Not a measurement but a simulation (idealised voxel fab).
process module | voxel capacitor over wiring
cross-section cut | 260 nm wide | cells 5 nm
A cross-section is a grid of square cells, given in bands from the top down. A band is one or more rows of cells.
Each band's line starts with the height of the band's top and of its bottom, in nm. Then come its materials from left to right, each with its width in nm. One material with "throughout" fills the band from edge to edge. "air" is empty space.
Height 0 is the level under which the wafer as received is all one material. The lowest band goes on downwards, as in "0 down".
A width such as "30 to 40" changes by the same amount from each row of cells to the next, from the band's top row to its bottom row.
"no change" after a step means that no cell of the cross-section changed.
closed voids: empty space of 8 cells or more with no open way to the top, each as width x height at its distance from the left edge, in nm
after a step's settings: what the simulator itself notes on the step
overlay nm, on a step with a mask: how far to the right of its planned place the mask lay; to the left if negative
plan
1 op RECEIVE | material Si
2 op CONFORMAL_DEP | material SiO2 | thk nm 10
3 op DIRECTIONAL_DEP | material TiN | thk nm 5
4 op DIRECTIONAL_DEP | material W | thk nm 15
5 op MASKED_ETCH | tone cover | mask id METAL_1 | width nm 30 | pitch nm 100 | etch materials W | depth nm 15 | overlay nm 0
6 op MASKED_ETCH | tone cover | mask id METAL_1 | width nm 30 | pitch nm 100 | etch materials TiN | depth nm 5 | overlay nm 0
7 op CONFORMAL_DEP | material SiN | thk nm 5
8 op FILL_DEP | material lowk | thk nm 10
9 op CMP | height nm 30
10 op CONFORMAL_DEP | material SiCN | thk nm 5
11 op DIRECTIONAL_DEP | material lowk | thk nm 15
12 op MASKED_ETCH | tone open | mask id PLUG_1 | width nm 15 | etch materials lowk | depth nm 15 | overlay nm 0
13 op MASKED_ETCH | tone open | mask id PLUG_1 | width nm 15 | etch materials SiCN | depth nm 5 | overlay nm 0
14 op EPI | material Ru | thk nm 10
15 op EPI | material Ru | thk nm 10
16 op DIRECTIONAL_DEP | material TiN | thk nm 5
17 op DIRECTIONAL_DEP | material HfO2 | thk nm 5
18 op DIRECTIONAL_DEP | material TiN | thk nm 10
19 op DIRECTIONAL_DEP | material aC | thk nm 15
20 op PATTERN | tone cover | mask id UPPER_PLATE | material resist | width nm 75 | thk nm 35 | overlay nm 0
21 op DIRECTIONAL_ETCH | etch materials aC | depth nm 15
22 op STRIP | etch materials resist
23 op DIRECTIONAL_ETCH | etch materials TiN | depth nm 10
24 op DIRECTIONAL_ETCH | etch materials HfO2 | depth nm 5
25 op STRIP | etch materials aC
26 op DIRECTIONAL_DEP | material aC | thk nm 15
27 op PATTERN | tone cover | mask id LOWER_PLATE | material resist | width nm 85 | thk nm 30 | overlay nm 0
28 op DIRECTIONAL_ETCH | etch materials aC | depth nm 15
29 op STRIP | etch materials resist
30 op DIRECTIONAL_ETCH | etch materials TiN | depth nm 5
31 op STRIP | etch materials aC
32 op FILL_DEP | material SiO2 | thk nm 15
33 op CMP | height nm 80
34 op DIRECTIONAL_DEP | material aC | thk nm 10
35 op PATTERN | tone open | mask id PLUG_2 | material resist | width nm 15 | thk nm 25 | overlay nm 0
36 op DIRECTIONAL_ETCH | etch materials aC | depth nm 10
37 op STRIP | etch materials resist
38 op DIRECTIONAL_ETCH | etch materials SiO2 | depth nm 10
39 op STRIP | etch materials aC
40 op CONFORMAL_DEP | material TiN | thk nm 5
41 op FILL_DEP | material Cu | thk nm 5
42 op CMP | height nm 80
43 op CONFORMAL_DEP | material SiN | thk nm 5
first wafer, as planned
as received, after step 1
  0 down: Si throughout
  closed voids: none
after step 2
  10 to 0: SiO2 throughout
  below 0: unchanged
after step 3
  15 to 10: TiN throughout
  below 10: unchanged
after step 4
  30 to 15: W throughout
  below 15: unchanged
after step 5
  30 to 15: air 65 | W 30 | air 70 | W 30 | air 65
  below 15: unchanged
after step 6
  30 to 15: air 65 | W 30 | air 70 | W 30 | air 65
  15 to 10: air 65 | TiN 30 | air 70 | TiN 30 | air 65
  below 10: unchanged
after step 7
  35 to 30: air 60 | SiN 40 | air 60 | SiN 40 | air 60
  30 to 15: air 60 | SiN 5 | W 30 | SiN 5 | air 60 | SiN 5 | W 30 | SiN 5 | air 60
  15 to 10: SiN 65 | TiN 30 | SiN 70 | TiN 30 | SiN 65
  below 10: unchanged
after step 8
  45 to 35: lowk throughout
  35 to 30: lowk 60 | SiN 40 | lowk 60 | SiN 40 | lowk 60
  30 to 15: lowk 60 | SiN 5 | W 30 | SiN 5 | lowk 60 | SiN 5 | W 30 | SiN 5 | lowk 60
  below 15: unchanged
after step 9
  30 to 15: lowk 60 | SiN 5 | W 30 | SiN 5 | lowk 60 | SiN 5 | W 30 | SiN 5 | lowk 60
  below 15: unchanged
after step 10
  35 to 30: SiCN throughout
  below 30: unchanged
after step 11
  50 to 35: lowk throughout
  below 35: unchanged
after step 12
  50 to 35: lowk 80 | air 15 | lowk 165
  below 35: unchanged
after step 13
  50 to 35: lowk 80 | air 15 | lowk 165
  35 to 30: SiCN 80 | air 15 | SiCN 165
  below 30: unchanged
after step 14
  50 to 40: lowk 80 | air 15 | lowk 165
  40 to 35: lowk 80 | Ru 15 | lowk 165
  35 to 30: SiCN 80 | Ru 15 | SiCN 165
  below 30: unchanged
after step 15
  50 to 35: lowk 80 | Ru 15 | lowk 165
  below 35: unchanged
after step 16
  55 to 50: TiN throughout
  below 50: unchanged
after step 17
  60 to 55: HfO2 throughout
  below 55: unchanged
after step 18
  70 to 60: TiN throughout
  below 60: unchanged
after step 19
  85 to 70: aC throughout
  below 70: unchanged
after step 20
  120 to 85: air 80 | resist 75 | air 105
  below 85: unchanged
after step 21
  105 to 85: air 80 | resist 75 | air 105
  85 to 70: air 80 | aC 75 | air 105
  below 70: unchanged
after step 22
  85 to 70: air 80 | aC 75 | air 105
  below 70: unchanged
after step 23
  85 to 70: air 80 | aC 75 | air 105
  70 to 60: air 80 | TiN 75 | air 105
  below 60: unchanged
after step 24
  85 to 70: air 80 | aC 75 | air 105
  70 to 60: air 80 | TiN 75 | air 105
  60 to 55: air 80 | HfO2 75 | air 105
  below 55: unchanged
after step 25
  70 to 60: air 80 | TiN 75 | air 105
  below 60: unchanged
after step 26
  85 to 70: air 80 | aC 75 | air 105
  70 to 60: aC 80 | TiN 75 | aC 105
  60 to 55: aC 80 | HfO2 75 | aC 105
  below 55: unchanged
after step 27
  115 to 85: air 75 | resist 85 | air 100
  85 to 70: air 75 | resist 5 | aC 75 | resist 5 | air 100
  below 70: unchanged
after step 28
  100 to 85: air 75 | resist 85 | air 100
  85 to 70: air 75 | resist 5 | aC 75 | resist 5 | air 100
  70 to 60: air 75 | aC 5 | TiN 75 | aC 5 | air 100
  60 to 55: air 75 | aC 5 | HfO2 75 | aC 5 | air 100
  below 55: unchanged
after step 29
  85 to 70: air 80 | aC 75 | air 105
  below 70: unchanged
after step 30
  85 to 70: air 80 | aC 75 | air 105
  70 to 60: air 75 | aC 5 | TiN 75 | aC 5 | air 100
  60 to 55: air 75 | aC 5 | HfO2 75 | aC 5 | air 100
  55 to 50: air 75 | TiN 85 | air 100
  below 50: unchanged
after step 31
  70 to 60: air 80 | TiN 75 | air 105
  60 to 55: air 80 | HfO2 75 | air 105
  below 55: unchanged
after step 32
  85 to 70: SiO2 throughout
  70 to 60: SiO2 80 | TiN 75 | SiO2 105
  60 to 55: SiO2 80 | HfO2 75 | SiO2 105
  55 to 50: SiO2 75 | TiN 85 | SiO2 100
  below 50: unchanged
after step 33
  80 to 70: SiO2 throughout
  below 70: unchanged
after step 34
  90 to 80: aC throughout
  below 80: unchanged
after step 35
  115 to 90: resist 90 | air 15 | resist 155
  below 90: unchanged
after step 36
  105 to 90: resist 90 | air 15 | resist 155
  90 to 80: aC 90 | air 15 | aC 155
  below 80: unchanged
after step 37
  90 to 80: aC 90 | air 15 | aC 155
  below 80: unchanged
after step 38
  90 to 80: aC 90 | air 15 | aC 155
  80 to 70: SiO2 90 | air 15 | SiO2 155
  below 70: unchanged
after step 39
  80 to 70: SiO2 90 | air 15 | SiO2 155
  below 70: unchanged
after step 40
  85 to 80: TiN 95 | air 5 | TiN 160
  80 to 75: SiO2 90 | TiN 5 | air 5 | TiN 5 | SiO2 155
  75 to 70: SiO2 90 | TiN 15 | SiO2 155
  below 70: unchanged
after step 41
  90 to 85: Cu throughout
  85 to 80: TiN 95 | Cu 5 | TiN 160
  80 to 75: SiO2 90 | TiN 5 | Cu 5 | TiN 5 | SiO2 155
  below 75: unchanged
after step 42
  80 to 75: SiO2 90 | TiN 5 | Cu 5 | TiN 5 | SiO2 155
  below 75: unchanged
after step 43
  85 to 80: SiN throughout
  below 80: unchanged
second wafer: like start, like plan, one mistake. Through step 4 it matches the first wafer
when step 5 should have ended
  30 to 15: W 65 | air 30 | W 70 | air 30 | W 65
  below 15: unchanged
when step 6 should have ended: no change
when step 7 should have ended
  35 to 30: SiN 70 | air 20 | SiN 80 | air 20 | SiN 70
  30 to 20: W 65 | SiN 5 | air 20 | SiN 5 | W 70 | SiN 5 | air 20 | SiN 5 | W 65
  20 to 15: W 65 | SiN 30 | W 70 | SiN 30 | W 65
  below 15: unchanged
when step 8 should have ended
  45 to 35: lowk throughout
  35 to 30: SiN 70 | lowk 20 | SiN 80 | lowk 20 | SiN 70
  30 to 20: W 65 | SiN 5 | lowk 20 | SiN 5 | W 70 | SiN 5 | lowk 20 | SiN 5 | W 65
  below 20: unchanged
when step 9 should have ended
  30 to 20: W 65 | SiN 5 | lowk 20 | SiN 5 | W 70 | SiN 5 | lowk 20 | SiN 5 | W 65
  below 20: unchanged
when step 10 should have ended
  35 to 30: SiCN throughout
  below 30: unchanged
when step 11 should have ended
  50 to 35: lowk throughout
  below 35: unchanged
when step 12 should have ended
  50 to 35: lowk 80 | air 15 | lowk 165
  below 35: unchanged
when step 13 should have ended
  50 to 35: lowk 80 | air 15 | lowk 165
  35 to 30: SiCN 80 | air 15 | SiCN 165
  below 30: unchanged
when step 14 should have ended: no change
when step 15 should have ended: no change
when step 16 should have ended
  55 to 50: TiN 80 | air 15 | TiN 165
  50 to 35: lowk 80 | air 15 | lowk 165
  35 to 30: SiCN 80 | TiN 15 | SiCN 165
  below 30: unchanged
when step 17 should have ended
  60 to 55: HfO2 80 | air 15 | HfO2 165
  55 to 50: TiN 80 | air 15 | TiN 165
  50 to 40: lowk 80 | air 15 | lowk 165
  40 to 35: lowk 80 | HfO2 15 | lowk 165
  below 35: unchanged
when step 18 should have ended
  70 to 60: TiN 80 | air 15 | TiN 165
  60 to 55: HfO2 80 | air 15 | HfO2 165
  55 to 50: TiN 80 | air 15 | TiN 165
  50 to 40: lowk 80 | TiN 15 | lowk 165
  below 40: unchanged
when step 19 should have ended
  85 to 70: aC 80 | air 15 | aC 165
  70 to 65: TiN 80 | air 15 | TiN 165
  65 to 60: TiN 80 | aC 15 | TiN 165
  60 to 55: HfO2 80 | aC 15 | HfO2 165
  55 to 50: TiN 80 | aC 15 | TiN 165
  below 50: unchanged
when step 20 should have ended
  120 to 85: air 80 | resist 75 | air 105
  85 to 70: aC 80 | resist 15 | aC 165
  70 to 65: TiN 80 | resist 15 | TiN 165
  below 65: unchanged
when step 21 should have ended
  105 to 85: air 80 | resist 75 | air 105
  85 to 70: air 80 | resist 15 | aC 60 | air 105
  below 70: unchanged
when step 22 should have ended
  85 to 70: air 95 | aC 60 | air 105
  70 to 65: TiN 80 | air 15 | TiN 165
  below 65: unchanged
when step 23 should have ended
  85 to 70: air 95 | aC 60 | air 105
  70 to 65: air 95 | TiN 60 | air 105
  65 to 60: air 80 | aC 15 | TiN 60 | air 105
  below 60: unchanged
when step 24 should have ended
  85 to 70: air 95 | aC 60 | air 105
  70 to 65: air 95 | TiN 60 | air 105
  65 to 60: air 80 | aC 15 | TiN 60 | air 105
  60 to 55: air 80 | aC 15 | HfO2 60 | air 105
  below 55: unchanged
when step 25 should have ended
  70 to 60: air 95 | TiN 60 | air 105
  60 to 55: air 95 | HfO2 60 | air 105
  55 to 50: TiN 80 | air 15 | TiN 165
  below 50: unchanged
when step 26 should have ended
  85 to 70: air 95 | aC 60 | air 105
  70 to 65: aC 80 | air 15 | TiN 60 | aC 105
  65 to 60: aC 95 | TiN 60 | aC 105
  60 to 55: aC 95 | HfO2 60 | aC 105
  55 to 50: TiN 80 | aC 15 | TiN 165
  below 50: unchanged
when step 27 should have ended
  115 to 85: air 75 | resist 85 | air 100
  85 to 70: air 75 | resist 20 | aC 60 | resist 5 | air 100
  70 to 65: aC 80 | resist 15 | TiN 60 | aC 105
  below 65: unchanged
when step 28 should have ended
  100 to 85: air 75 | resist 85 | air 100
  85 to 70: air 75 | resist 20 | aC 60 | resist 5 | air 100
  70 to 65: air 75 | aC 5 | resist 15 | TiN 60 | aC 5 | air 100
  65 to 60: air 75 | aC 20 | TiN 60 | aC 5 | air 100
  60 to 55: air 75 | aC 20 | HfO2 60 | aC 5 | air 100
  below 55: unchanged
when step 29 should have ended
  85 to 70: air 95 | aC 60 | air 105
  70 to 65: air 75 | aC 5 | air 15 | TiN 60 | aC 5 | air 100
  below 65: unchanged
when step 30 should have ended
  85 to 70: air 95 | aC 60 | air 105
  70 to 65: air 75 | aC 5 | air 15 | TiN 60 | aC 5 | air 100
  65 to 60: air 75 | aC 20 | TiN 60 | aC 5 | air 100
  60 to 55: air 75 | aC 20 | HfO2 60 | aC 5 | air 100
  55 to 50: air 75 | TiN 5 | aC 15 | TiN 65 | air 100
  below 50: unchanged
when step 31 should have ended
  70 to 60: air 95 | TiN 60 | air 105
  60 to 55: air 95 | HfO2 60 | air 105
  55 to 50: air 75 | TiN 5 | air 15 | TiN 65 | air 100
  below 50: unchanged
when step 32 should have ended
  85 to 70: SiO2 throughout
  70 to 60: SiO2 95 | TiN 60 | SiO2 105
  60 to 55: SiO2 95 | HfO2 60 | SiO2 105
  55 to 50: SiO2 75 | TiN 5 | SiO2 15 | TiN 65 | SiO2 100
  below 50: unchanged
when step 33 should have ended
  80 to 70: SiO2 throughout
  below 70: unchanged
when step 34 should have ended
  90 to 80: aC throughout
  below 80: unchanged
when step 35 should have ended
  115 to 90: resist 90 | air 15 | resist 155
  below 90: unchanged
when step 36 should have ended
  105 to 90: resist 90 | air 15 | resist 155
  90 to 80: aC 90 | air 15 | aC 155
  below 80: unchanged
when step 37 should have ended
  90 to 80: aC 90 | air 15 | aC 155
  below 80: unchanged
when step 38 should have ended
  90 to 80: aC 90 | air 15 | aC 155
  80 to 70: SiO2 90 | air 15 | SiO2 155
  below 70: unchanged
when step 39 should have ended
  80 to 70: SiO2 90 | air 15 | SiO2 155
  below 70: unchanged
when step 40 should have ended
  85 to 80: TiN 95 | air 5 | TiN 160
  80 to 75: SiO2 90 | TiN 5 | air 5 | TiN 5 | SiO2 155
  75 to 70: SiO2 90 | TiN 15 | SiO2 155
  below 70: unchanged
when step 41 should have ended
  90 to 85: Cu throughout
  85 to 80: TiN 95 | Cu 5 | TiN 160
  80 to 75: SiO2 90 | TiN 5 | Cu 5 | TiN 5 | SiO2 155
  below 75: unchanged
when step 42 should have ended
  80 to 75: SiO2 90 | TiN 5 | Cu 5 | TiN 5 | SiO2 155
  below 75: unchanged
when step 43 should have ended
  85 to 80: SiN throughout
  below 80: unchanged
what went wrong: step 5 ran as: op MASKED_ETCH | tone open | mask id METAL_1 | width nm 30 | pitch nm 100 | etch materials W | depth nm 15 | overlay nm 0
at the end the second wafer has, in cells: 12 fewer of Ru | 32 fewer of SiN | 12 more of SiO2 | 40 more of TiN | 84 more of W | 92 fewer of lowk
